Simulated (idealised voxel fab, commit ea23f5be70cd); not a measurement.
You're looking at the process module voxel trench capacitor.
Cross-section cut spans 205 nm and uses square cells 5 nm in size.
A cross-section is written here as square cells arranged in a grid, and it is given in bands from the top down, each band taking up one or more rows of cells. First you get the band's top height and its bottom height, in nm, and then the materials it's made of, left to right, with each width in nm. If you see a single material with "full width", that one covers the band edge to edge. "air" is empty space. We count height from 0. Below that, the starting wafer is all one material. The lowest band never ends at the bottom but goes on down; see "0 and below" for how that is written. Graded width ("30..40"): value in top row of band = first number; value in bottom row = second number; row-to-row change constant. Any step labelled "nothing changed" changed none of the cells in the cross-section. In "Fully sealed voids" the enclosed voids are listed, meaning empty spaces of 8 cells or larger without any opening to the top. The form is width x height at distance, distance from the left edge, units nm. On a step's line, text after the settings is the simulator commenting on that step. Among the settings permitted on a step's line is "overlay nm"; applied to a step with a mask, it specifies the extent to which the mask lay to the right of its planned position, whereas a negative figure signifies a position to the left.

Process steps foreseen in the plan
step 1: RECEIVE [material Si]
step 2: CONFORMAL_DEP [material SiN] [thk nm 10]
step 3: PATTERN [tone open] [mask id TRENCH] [material resist] [width nm 20] [pitch nm 50] [thk nm 15] [overlay nm 0]
step 4: DIRECTIONAL_ETCH [etch materials SiN] [depth nm 10]
step 5: DIRECTIONAL_ETCH [etch materials Si] [depth nm 35]
step 6: STRIP [etch materials resist]
step 7: CONFORMAL_DEP [material Al2O3] [thk nm 5]
step 8: FILL_DEP [material polySi] [thk nm 10]
step 9: CMP [height nm 10]

Below: the first of two wafers, run as planned

Cross-section of the incoming wafer, state after step 1
  0 and below  Si full width
  Fully sealed voids: none

Cross-section: wafer state after step 2
  10 down to 0  SiN full width
  Unchanged below 0.

Cross-section: wafer state after step 3
  25 down to 10  resist=15, air=20, resist=30, air=20, resist=30, air=20, resist=30, air=20, resist=20
  Unchanged below 10.

Cross-section: wafer state after step 4
  25 down to 10  resist=15, air=20, resist=30, air=20, resist=30, air=20, resist=30, air=20, resist=20
  10 down to 0  SiN=15, air=20, SiN=30, air=20, SiN=30, air=20, SiN=30, air=20, SiN=20
  Unchanged below 0.

Cross-section: wafer state after step 5
  25 down to 10  resist=15, air=20, resist=30, air=20, resist=30, air=20, resist=30, air=20, resist=20
  10 down to 0  SiN=15, air=20, SiN=30, air=20, SiN=30, air=20, SiN=30, air=20, SiN=20
  0 down to -35  Si=15, air=20, Si=30, air=20, Si=30, air=20, Si=30, air=20, Si=20
  Unchanged below -35.

Cross-section: wafer state after step 6
  10 down to 0  SiN=15, air=20, SiN=30, air=20, SiN=30, air=20, SiN=30, air=20, SiN=20
  Unchanged below 0.

Cross-section: wafer state after step 7
  15 down to 10  Al2O3=20, air=10, Al2O3=40, air=10, Al2O3=40, air=10, Al2O3=40, air=10, Al2O3=25
  10 down to 0  SiN=15, Al2O3=5, air=10, Al2O3=5, SiN=30, Al2O3=5, air=10, Al2O3=5, SiN=30, Al2O3=5, air=10, Al2O3=5, SiN=30, Al2O3=5, air=10, Al2O3=5, SiN=20
  0 down to -30  Si=15, Al2O3=5, air=10, Al2O3=5, Si=30, Al2O3=5, air=10, Al2O3=5, Si=30, Al2O3=5, air=10, Al2O3=5, Si=30, Al2O3=5, air=10, Al2O3=5, Si=20
  -30 down to -35  Si=15, Al2O3=20, Si=30, Al2O3=20, Si=30, Al2O3=20, Si=30, Al2O3=20, Si=20
  Unchanged below -35.

Cross-section: wafer state after step 8
  25 down to 15  polySi full width
  15 down to 10  Al2O3=20, polySi=10, Al2O3=40, polySi=10, Al2O3=40, polySi=10, Al2O3=40, polySi=10, Al2O3=25
  10 down to 0  SiN=15, Al2O3=5, polySi=10, Al2O3=5, SiN=30, Al2O3=5, polySi=10, Al2O3=5, SiN=30, Al2O3=5, polySi=10, Al2O3=5, SiN=30, Al2O3=5, polySi=10, Al2O3=5, SiN=20
  0 down to -30  Si=15, Al2O3=5, polySi=10, Al2O3=5, Si=30, Al2O3=5, polySi=10, Al2O3=5, Si=30, Al2O3=5, polySi=10, Al2O3=5, Si=30, Al2O3=5, polySi=10, Al2O3=5, Si=20
  Unchanged below -30.

Cross-section: wafer state after step 9
  10 down to 0  SiN=15, Al2O3=5, polySi=10, Al2O3=5, SiN=30, Al2O3=5, polySi=10, Al2O3=5, SiN=30, Al2O3=5, polySi=10, Al2O3=5, SiN=30, Al2O3=5, polySi=10, Al2O3=5, SiN=20
  Unchanged below 0.

Wafer two of the pair: same origin, same plan, one error during the run; identical to wafer one up to and including step 4

At the planned end of step 5, the second wafer in cross-section
  10 down to 0  SiN=15, air=20, SiN=30, air=20, SiN=30, air=20, SiN=30, air=20, SiN=20
  Unchanged below 0.

At the planned end of step 6, the second wafer in cross-section
  10 down to 0  SiN=15, air=20, SiN=30, air=20, SiN=30, air=20, SiN=30, air=20, SiN=20
  0 down to -35  Si=15, air=20, Si=30, air=20, Si=30, air=20, Si=30, air=20, Si=20
  Unchanged below -35.

At the planned end of step 7, the second wafer in cross-section
  15 down to 10  Al2O3=20, air=10, Al2O3=40, air=10, Al2O3=40, air=10, Al2O3=40, air=10, Al2O3=25
  10 down to 0  SiN=15, Al2O3=5, air=10, Al2O3=5, SiN=30, Al2O3=5, air=10, Al2O3=5, SiN=30, Al2O3=5, air=10, Al2O3=5, SiN=30, Al2O3=5, air=10, Al2O3=5, SiN=20
  0 down to -30  Si=15, Al2O3=5, air=10, Al2O3=5, Si=30, Al2O3=5, air=10, Al2O3=5, Si=30, Al2O3=5, air=10, Al2O3=5, Si=30, Al2O3=5, air=10, Al2O3=5, Si=20
  -30 down to -35  Si=15, Al2O3=20, Si=30, Al2O3=20, Si=30, Al2O3=20, Si=30, Al2O3=20, Si=20
  Unchanged below -35.

At the planned end of step 8, the second wafer in cross-section
  25 down to 15  polySi full width
  15 down to 10  Al2O3=20, polySi=10, Al2O3=40, polySi=10, Al2O3=40, polySi=10, Al2O3=40, polySi=10, Al2O3=25
  10 down to 0  SiN=15, Al2O3=5, polySi=10, Al2O3=5, SiN=30, Al2O3=5, polySi=10, Al2O3=5, SiN=30, Al2O3=5, polySi=10, Al2O3=5, SiN=30, Al2O3=5, polySi=10, Al2O3=5, SiN=20
  0 down to -30  Si=15, Al2O3=5, polySi=10, Al2O3=5, Si=30, Al2O3=5, polySi=10, Al2O3=5, Si=30, Al2O3=5, polySi=10, Al2O3=5, Si=30, Al2O3=5, polySi=10, Al2O3=5, Si=20
  Unchanged below -30.

At the planned end of step 9, the second wafer in cross-section
  10 down to 0  SiN=15, Al2O3=5, polySi=10, Al2O3=5, SiN=30, Al2O3=5, polySi=10, Al2O3=5, SiN=30, Al2O3=5, polySi=10, Al2O3=5, SiN=30, Al2O3=5, polySi=10, Al2O3=5, SiN=20
  Unchanged below 0.
Processing error: deviation from plan: step 6 and step 5 executed in one another's positions
At process end the two wafers are indistinguishable in cross-section, so the error does not change what this model computes.
